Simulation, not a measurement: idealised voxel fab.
This is a process module. Its name is voxel air gaps.
cross-section cut | 250 nm wide | cells 5 nm
Format of a cross-section: grid, square cells. Given as bands. Order: top down. Band: one or more rows of cells.
The band entry comprises the height of the band's top followed by the height of its bottom, expressed in nm, and subsequently the band's materials from left to right, each stated together with its width in nm. Where a single material is marked with the word "all across", that material fills the band from edge to edge. The word "blank" represents empty space.
We count height from 0. Below that, the starting wafer is all one material. The lowest band never ends at the bottom but goes on down; see "z 0 and below" for how that is written.
With a width like "30->40", each row of cells in the band differs from the next by the same amount, the top row carrying the first number and the bottom row the second.
Step marked "stayed the same"? Then no cell in the cross-section changed in it.
"Voids, sealed" lists enclosed empty spaces (at least 8 cells, no open path upward to the top), each as width x height at distance from the left edge, in nm.
Text after the settings on a step's line: the simulator's own remark on that step.
overlay nm: how far to the right of its planned place the mask lay on this masked step (negative: to the left).
Intended process steps
1 RECEIVE,material Si
2 CONFORMAL_DEP,material SiO2,thk nm 15
3 CONFORMAL_DEP,material SiN,thk nm 5
4 DIRECTIONAL_DEP,material SiO2,thk nm 40
5 PATTERN,tone open,mask id LINES,material resist,width nm 25,pitch nm 55,thk nm 15,overlay nm 0
6 DIRECTIONAL_ETCH,etch materials SiO2,depth nm 40
7 STRIP,etch materials resist
8 CONFORMAL_DEP,material TiN,thk nm 5
9 FILL_DEP,material W,thk nm 5
10 CMP,height nm 60
11 EPI,material Ru,thk nm 10
12 SELECTIVE_ETCH,etch materials SiO2,depth nm 50
13 CONFORMAL_DEP,material SiN,thk nm 5
Wafer as received: cross-section following step 1
    z 0 and below = Si all across
    Voids, sealed: none
First wafer of two, sectioned at end of module; run went per plan
    z 75 to 70 = blank (40), SiN (165), blank (45)
    z 70 to 60 = blank (40), SiN (5), Ru (45), SiN (10), Ru (45), SiN (10), Ru (45), SiN (5), blank (45)
    z 60 to 55 = blank (40), SiN (15), TiN (5), W (15), TiN (5), SiN (30), TiN (5), W (15), TiN (5), SiN (30), TiN (5), W (15), TiN (5), SiN (15), blank (45)
    z 55 to 25 = blank (50), SiN (5), TiN (5), W (15), TiN (5), SiN (5), blank (20), SiN (5), TiN (5), W (15), TiN (5), SiN (5), blank (20), SiN (5), TiN (5), W (15), TiN (5), SiN (5), blank (55)
    z 25 to 20 = SiN (55), TiN (25), SiN (30), TiN (25), SiN (30), TiN (25), SiN (60)
    z 20 to 15 = SiN all across
    z 15 to 0 = SiO2 all across
    z 0 and below = Si all across
    Voids, sealed: 20 x 30 at 85; 20 x 30 at 140
Wafer two (of two), end-of-module cross-section: start = wafer one, plan = wafer one, one run mistake
    z 75 to 70 = blank (35), SiN (175), blank (40)
    z 70 to 60 = blank (35), SiN (5), Ru (165), SiN (5), blank (40)
    z 60 to 55 = blank (35), SiN (15), TiN (5), W (25), TiN (5), SiO2 (20), TiN (5), W (25), TiN (5), SiO2 (20), TiN (5), W (25), TiN (5), SiN (15), blank (40)
    z 55 to 25 = blank (45), SiN (5), TiN (5), W (25), TiN (5), SiO2 (20), TiN (5), W (25), TiN (5), SiO2 (20), TiN (5), W (25), TiN (5), SiN (5), blank (50)
    z 25 to 20 = SiN (50), TiN (35), SiO2 (20), TiN (35), SiO2 (20), TiN (35), SiN (55)
    z 20 to 15 = SiN all across
    z 15 to 0 = SiO2 all across
    z 0 and below = Si all across
    Voids, sealed: none
Short version of what went wrong: the process deviated at step 5: the operation and settings actually run there were PATTERN,tone open,mask id LINES,material resist,width nm 35,pitch nm 55,thk nm 15,overlay nm 0
Counted in cells at the end, the second wafer holds more or fewer of these materials than the first: Ru +12 | SiN -56 | SiO2 +64 | TiN +6 | W +42
At process end, closed voids number 2 in the first wafer and 0 in the second wafer.
